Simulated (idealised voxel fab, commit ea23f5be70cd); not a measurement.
process module | voxel wiring stack
cross-section cut | 150 nm wide | cells 5 nm
A cross-section is a grid of square cells, given in bands from the top down. A band is one or more rows of cells.
Each band's line starts with the height of the band's top and of its bottom, in nm. Then come its materials from left to right, each with its width in nm. One material with "throughout" fills the band from edge to edge. "air" is empty space.
Height 0 is the level under which the wafer as received is all one material. The lowest band goes on downwards, as in "0 down".
A width such as "30 to 40" changes by the same amount from each row of cells to the next, from the band's top row to its bottom row.
"no change" after a step means that no cell of the cross-section changed.
closed voids: empty space of 8 cells or more with no open way to the top, each as width x height at its distance from the left edge, in nm
after a step's settings: what the simulator itself notes on the step
overlay nm, on a step with a mask: how far to the right of its planned place the mask lay; to the left if negative
plan
1 op RECEIVE | material Si
2 op CONFORMAL_DEP | material SiO2 | thk nm 10
3 op DIRECTIONAL_DEP | material TiN | thk nm 5
4 op DIRECTIONAL_DEP | material W | thk nm 20
5 op MASKED_ETCH | tone cover | mask id METAL_1 | width nm 20 | pitch nm 35 | etch materials W | depth nm 20 | overlay nm 0
6 op MASKED_ETCH | tone cover | mask id METAL_1 | width nm 20 | pitch nm 35 | etch materials TiN | depth nm 5 | overlay nm 0
7 op FILL_DEP | material lowk | thk nm 10
8 op CMP | height nm 35
9 op CONFORMAL_DEP | material SiCN | thk nm 5
10 op DIRECTIONAL_DEP | material SiO2 | thk nm 20
11 op MASKED_ETCH | tone open | mask id PLUG_1 | width nm 15 | etch materials SiO2 | depth nm 20 | overlay nm 0
12 op MASKED_ETCH | tone open | mask id PLUG_1 | width nm 15 | etch materials SiCN | depth nm 5 | overlay nm 0
13 op CONFORMAL_DEP | material TiN | thk nm 5
14 op FILL_DEP | material Ru | thk nm 5
15 op CMP | height nm 60
16 op CONFORMAL_DEP | material SiCN | thk nm 5
17 op DIRECTIONAL_DEP | material lowk | thk nm 25
18 op DIRECTIONAL_DEP | material aC | thk nm 10
19 op PATTERN | tone open | mask id METAL_2 | material resist | width nm 20 | pitch nm 35 | thk nm 25 | overlay nm 0
20 op DIRECTIONAL_ETCH | etch materials aC | depth nm 10
21 op STRIP | etch materials resist
22 op DIRECTIONAL_ETCH | etch materials lowk | depth nm 25
23 op DIRECTIONAL_ETCH | etch materials SiCN | depth nm 5
24 op STRIP | etch materials aC
25 op CONFORMAL_DEP | material TiN | thk nm 5
26 op FILL_DEP | material Ru | thk nm 5
27 op CMP | height nm 90
28 op EPI | material Ru | thk nm 5
29 op FILL_DEP | material SiCN | thk nm 5
as received, after step 1
  0 down: Si throughout
  closed voids: none
first wafer at the end, as planned
  100 to 95: SiCN throughout
  95 to 90: SiCN 40 | Ru 30 | SiCN 5 | Ru 30 | SiCN 45
  90 to 65: lowk 45 | TiN 5 | Ru 10 | TiN 5 | lowk 15 | TiN 5 | Ru 10 | TiN 5 | lowk 50
  65 to 60: SiCN 45 | TiN 20 | SiCN 15 | TiN 20 | SiCN 50
  60 to 40: SiO2 45 | TiN 5 | Ru 5 | TiN 5 | SiO2 90
  40 to 35: SiCN 45 | TiN 15 | SiCN 90
  35 to 15: lowk 45 | W 20 | lowk 15 | W 20 | lowk 50
  15 to 10: lowk 45 | TiN 20 | lowk 15 | TiN 20 | lowk 50
  10 to 0: SiO2 throughout
  0 down: Si throughout
  closed voids: none
second wafer at the end: like start, like plan, one mistake
  100 to 95: SiCN throughout
  95 to 90: SiCN 40 | Ru 30 | SiCN 5 | Ru 30 | SiCN 45
  90 to 65: lowk 45 | TiN 5 | Ru 10 | TiN 5 | lowk 15 | TiN 5 | Ru 10 | TiN 5 | lowk 50
  65 to 60: SiCN 45 | TiN 20 | SiCN 15 | TiN 20 | SiCN 50
  60 to 45: Ru 40 | TiN 5 | SiO2 15 | TiN 5 | Ru 85
  45 to 40: TiN 45 | SiO2 15 | TiN 90
  40 to 35: SiCN throughout
  35 to 15: lowk 45 | W 20 | lowk 15 | W 20 | lowk 50
  15 to 10: lowk 45 | TiN 20 | lowk 15 | TiN 20 | lowk 50
  10 to 0: SiO2 throughout
  0 down: Si throughout
  closed voids: none
what went wrong: step 11 ran as: op MASKED_ETCH | tone cover | mask id PLUG_1 | width nm 15 | etch materials SiO2 | depth nm 20 | overlay nm 0
at the end the second wafer has, in cells: 71 more of Ru | 3 more of SiCN | 96 fewer of SiO2 | 22 more of TiN
